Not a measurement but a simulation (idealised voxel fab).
Herein follows the process module entitled voxel capacitor over wiring.
Section shown: cut. Width: 240 nm. Cell size: 5 nm, square.
Cross-section layout: square cells on a grid; listed as bands, top to bottom; a band spans one or more cell rows. Per band: top height and bottom height in nm, followed by the left-to-right materials and their widths in nm; "edge to edge" marks a single material spanning edge to edge, "empty" marks empty space. The level at which height equals 0 is the one under which the wafer, as it arrives, is entirely one material. No lower edge exists for the bottom band, which continues downward and is notated as in "top 0, no bottom". Read "30->40" as a graded width: first number on top, second number at the bottom, same change between each pair of neighbouring rows. Where a step carries "no alteration", the cross-section came out of it unchanged, cell for cell. "Enclosed void catalog": sealed empty spaces, 8 cells or more, no open way to top, listed width x height at distance, with distance from the left edge and width, height and distance in nm. The remark found on a step's line after its settings is issued by the simulator itself and pertains to that step. Regarding "overlay nm": on a step with a mask, it is the distance the mask lay to the right of its planned place; a negative value places it to the left.

**So here's the lineup of process steps we planned**
- 1: RECEIVE, material Si
- 2: CONFORMAL_DEP, material SiO2, thk nm 10
- 3: CONFORMAL_DEP, material SiCN, thk nm 5
- 4: DIRECTIONAL_DEP, material SiO2, thk nm 20
- 5: DIRECTIONAL_DEP, material aC, thk nm 15
- 6: PATTERN, tone open, mask id METAL_1, material resist, width nm 30, pitch nm 90, thk nm 30, overlay nm 0
- 7: DIRECTIONAL_ETCH, etch materials aC, depth nm 15
- 8: STRIP, etch materials resist
- 9: DIRECTIONAL_ETCH, etch materials SiO2, depth nm 20
- 10: DIRECTIONAL_ETCH, etch materials SiCN, depth nm 5
- 11: STRIP, etch materials aC
- 12: CONFORMAL_DEP, material TiN, thk nm 5
- 13: FILL_DEP, material Cu, thk nm 10
- 14: CMP, height nm 35
- 15: CONFORMAL_DEP, material SiCN, thk nm 5
- 16: DIRECTIONAL_DEP, material lowk, thk nm 20
- 17: DIRECTIONAL_DEP, material aC, thk nm 10
- 18: PATTERN, tone open, mask id PLUG_1, material resist, width nm 15, thk nm 30, overlay nm 0
- 19: DIRECTIONAL_ETCH, etch materials aC, depth nm 10
- 20: STRIP, etch materials resist
- 21: DIRECTIONAL_ETCH, etch materials lowk, depth nm 20
- 22: DIRECTIONAL_ETCH, etch materials SiCN, depth nm 5
- 23: STRIP, etch materials aC
- 24: EPI, material Ru, thk nm 10
- 25: EPI, material Ru, thk nm 10
- 26: EPI, material Ru, thk nm 5
- 27: DIRECTIONAL_DEP, material TiN, thk nm 10
- 28: DIRECTIONAL_DEP, material HfO2, thk nm 5
- 29: DIRECTIONAL_DEP, material TiN, thk nm 10
- 30: PATTERN, tone cover, mask id UPPER_PLATE, material resist, width nm 65, thk nm 20, overlay nm 0
- 31: DIRECTIONAL_ETCH, etch materials TiN, depth nm 10
- 32: DIRECTIONAL_ETCH, etch materials HfO2, depth nm 5
- 33: STRIP, etch materials resist
- 34: DIRECTIONAL_DEP, material aC, thk nm 10
- 35: PATTERN, tone cover, mask id LOWER_PLATE, material resist, width nm 75, thk nm 25, overlay nm 0
- 36: DIRECTIONAL_ETCH, etch materials aC, depth nm 10
- 37: STRIP, etch materials resist
- 38: DIRECTIONAL_ETCH, etch materials TiN, depth nm 10
- 39: STRIP, etch materials aC
- 40: FILL_DEP, material SiO2, thk nm 20
- 41: CMP, height nm 100
- 42: DIRECTIONAL_DEP, material aC, thk nm 10
- 43: PATTERN, tone open, mask id PLUG_2, material resist, width nm 15, thk nm 25, overlay nm 0
- 44: DIRECTIONAL_ETCH, etch materials aC, depth nm 10
- 45: STRIP, etch materials resist
- 46: DIRECTIONAL_ETCH, etch materials SiO2, depth nm 15
- 47: STRIP, etch materials aC
- 48: CONFORMAL_DEP, material TiN, thk nm 5
- 49: FILL_DEP, material Cu, thk nm 5
- 50: CMP, height nm 100
- 51: CONFORMAL_DEP, material SiCN, thk nm 5

**As received (post step 1): cross-section**
* top 0, no bottom | Si edge to edge
* Enclosed void catalog: none

**Cross-sectional view of the first of the two wafers upon completion of the module, processed in accordance with the plan**
* top 105, bottom 100 | SiCN edge to edge
* top 100, bottom 90 | SiO2: 85 | TiN: 5 | Cu: 5 | TiN: 5 | SiO2: 140
* top 90, bottom 85 | SiO2: 85 | TiN: 15 | SiO2: 140
* top 85, bottom 75 | SiO2: 75 | TiN: 65 | SiO2: 100
* top 75, bottom 70 | SiO2: 75 | HfO2: 65 | SiO2: 100
* top 70, bottom 60 | SiO2: 70 | TiN: 75 | SiO2: 95
* top 60, bottom 40 | lowk: 75 | Ru: 15 | lowk: 150
* top 40, bottom 35 | SiCN: 75 | Ru: 15 | SiCN: 150
* top 35, bottom 15 | SiO2: 60 | TiN: 5 | Cu: 20 | TiN: 5 | SiO2: 60 | TiN: 5 | Cu: 20 | TiN: 5 | SiO2: 60
* top 15, bottom 10 | SiCN: 60 | TiN: 30 | SiCN: 60 | TiN: 30 | SiCN: 60
* top 10, bottom 0 | SiO2 edge to edge
* top 0, no bottom | Si edge to edge
* Enclosed void catalog: none

**Now the second wafer, cross-sectioned at the end of the module. Nothing different at the start, nothing different in the plan compared with the first, just one mistake when it was actually run**
* top 105, bottom 100 | SiCN edge to edge
* top 100, bottom 90 | SiO2: 85 | TiN: 5 | Cu: 5 | TiN: 5 | SiO2: 140
* top 90, bottom 85 | SiO2: 85 | TiN: 15 | SiO2: 140
* top 85, bottom 75 | SiO2: 80 | TiN: 55 | SiO2: 105
* top 75, bottom 70 | SiO2: 80 | HfO2: 55 | SiO2: 105
* top 70, bottom 60 | SiO2: 70 | TiN: 75 | SiO2: 95
* top 60, bottom 40 | lowk: 75 | Ru: 15 | lowk: 150
* top 40, bottom 35 | SiCN: 75 | Ru: 15 | SiCN: 150
* top 35, bottom 15 | SiO2: 60 | TiN: 5 | Cu: 20 | TiN: 5 | SiO2: 60 | TiN: 5 | Cu: 20 | TiN: 5 | SiO2: 60
* top 15, bottom 10 | SiCN: 60 | TiN: 30 | SiCN: 60 | TiN: 30 | SiCN: 60
* top 10, bottom 0 | SiO2 edge to edge
* top 0, no bottom | Si edge to edge
* Enclosed void catalog: none
Misprocessing identified: step 30 did not happen as planned, as run it was PATTERN, tone cover, mask id UPPER_PLATE, material resist, width nm 55, thk nm 20, overlay nm 0
Final wafer comparison in cells, second versus first, more or fewer per material: 2 fewer of HfO2 | 6 more of SiO2 | 4 fewer of TiN
